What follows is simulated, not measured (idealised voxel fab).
Process module heading - voxel released beams
Cross-section cut: width 300 nm, square cells of 5 nm.
Cross-section spec: square-cell grid; bands listed top down; each band is one or more rows. For a band, the entry starts with two heights in nm, that of the top and then that of the bottom, and carries on with the band's materials in order from left to right, each alongside its width in nm; the word "throughout" beside a single material means it fills the band edge to edge, and "blank" means empty space. Where do heights start? At 0: under that level the wafer as delivered is made of one material only. And the lowest band has no floor; it just carries on downward, as in "z 0 and below". Graded width ("30..40"): value in top row of band = first number; value in bottom row = second number; row-to-row change constant. "nothing was modified" (step): cross-section cells unchanged, all of them. Under "Enclosed void listing" you'll find the enclosed gaps, the ones with no way out to the top, that are 8 cells or bigger; each reads width x height at distance, with distance counted from the left edge, everything in nm. Formally, on a step line, whatever follows the settings is a remark that the simulator itself makes on the step. For masked steps, "overlay nm" on the step line gives how far right of plan the mask actually lay; a minus sign means it lay to the left.
# This section lists the process steps that were planned
1,RECEIVE (material Si)
2,CONFORMAL_DEP (material Al2O3; thk nm 10)
3,DIRECTIONAL_DEP (material SiO2; thk nm 10)
4,DIRECTIONAL_DEP (material aC; thk nm 10)
5,PATTERN (tone open; mask id ANCHOR; material resist; width nm 40; thk nm 25; overlay nm 0)
6,DIRECTIONAL_ETCH (etch materials aC; depth nm 10)
7,STRIP (etch materials resist)
8,DIRECTIONAL_ETCH (etch materials SiO2; depth nm 10)
9,STRIP (etch materials aC)
10,CONFORMAL_DEP (material SiN; thk nm 15)
11,DIRECTIONAL_DEP (material aC; thk nm 15)
12,PATTERN (tone cover; mask id BEAM; material resist; width nm 100; thk nm 30; overlay nm 0)
13,DIRECTIONAL_ETCH (etch materials aC; depth nm 15)
14,STRIP (etch materials resist)
15,DIRECTIONAL_ETCH (etch materials SiN; depth nm 15)
16,STRIP (etch materials aC)
17,STRIP (etch materials SiO2)
# So this is the incoming wafer in cross-section - it's already been through step 1
* z 0 and below | Si throughout
* Enclosed void listing: none
# Looking at the first of two wafers in cross-section at end of module - ran to plan
* z 35 to 25 | 95 of blank  20 of SiN  10 of blank  70 of SiN  105 of blank
* z 25 to 20 | 95 of blank  100 of SiN  105 of blank
* z 20 to 10 | 100 of blank  40 of SiN  160 of blank
* z 10 to 0 | Al2O3 throughout
* z 0 and below | Si throughout
* Enclosed void listing: none
# Second of two wafers, module complete, sectioned: it shares the first wafer's start and plan but was run with one mistake
* z 35 to 25 | 95 of blank  25 of SiN  5 of blank  70 of SiN  105 of blank
* z 25 to 20 | 95 of blank  100 of SiN  105 of blank
* z 20 to 10 | 105 of blank  35 of SiN  160 of blank
* z 10 to 0 | Al2O3 throughout
* z 0 and below | Si throughout
* Enclosed void listing: none
Short version of what went wrong: rather than as planned, step 5 actually ran as PATTERN (tone open; mask id ANCHOR; material resist; width nm 35; thk nm 25; overlay nm 0)
Heads up: at the end the two wafers have identical cell counts per material, they're just laid out differently.
